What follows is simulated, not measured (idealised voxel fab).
process module | voxel released beams
cross-section cut | 295 nm wide | cells 5 nm
A cross-section is a grid of square cells, given in bands from the top down. A band is one or more rows of cells.
Each band's line starts with the height of the band's top and of its bottom, in nm. Then come its materials from left to right, each with its width in nm. One material with "throughout" fills the band from edge to edge. "air" is empty space.
Height 0 is the level under which the wafer as received is all one material. The lowest band goes on downwards, as in "0 down".
A width such as "30 to 40" changes by the same amount from each row of cells to the next, from the band's top row to its bottom row.
"no change" after a step means that no cell of the cross-section changed.
closed voids: empty space of 8 cells or more with no open way to the top, each as width x height at its distance from the left edge, in nm
after a step's settings: what the simulator itself notes on the step
overlay nm, on a step with a mask: how far to the right of its planned place the mask lay; to the left if negative
plan
1 op RECEIVE | material Si
2 op CONFORMAL_DEP | material Al2O3 | thk nm 5
3 op DIRECTIONAL_DEP | material SiO2 | thk nm 10
4 op MASKED_ETCH | tone open | mask id ANCHOR | width nm 35 | etch materials SiO2 | depth nm 10 | overlay nm 0
5 op CONFORMAL_DEP | material W | thk nm 10
6 op MASKED_ETCH | tone cover | mask id BEAM | width nm 105 | etch materials W | depth nm 10 | overlay nm 0
7 op STRIP | etch materials SiO2
first wafer, as planned
as received, after step 1
  0 down: Si throughout
  closed voids: none
after step 2
  5 to 0: Al2O3 throughout
  below 0: unchanged
after step 3
  15 to 5: SiO2 throughout
  below 5: unchanged
after step 4
  15 to 5: SiO2 95 | air 35 | SiO2 165
  below 5: unchanged
after step 5
  25 to 15: W 105 | air 15 | W 175
  15 to 5: SiO2 95 | W 35 | SiO2 165
  below 5: unchanged
after step 6
  25 to 15: air 90 | W 15 | air 15 | W 75 | air 100
  below 15: unchanged
after step 7
  25 to 15: air 90 | W 15 | air 15 | W 75 | air 100
  15 to 5: air 95 | W 35 | air 165
  below 5: unchanged
second wafer: like start, like plan, one mistake. Through step 6 it matches the first wafer
when step 7 should have ended
  15 to 5: SiO2 95 | air 35 | SiO2 165
  below 5: unchanged
what went wrong: step 7 ran as: op STRIP | etch materials W
at the end the second wafer has, in cells: 104 more of SiO2 | 50 fewer of W
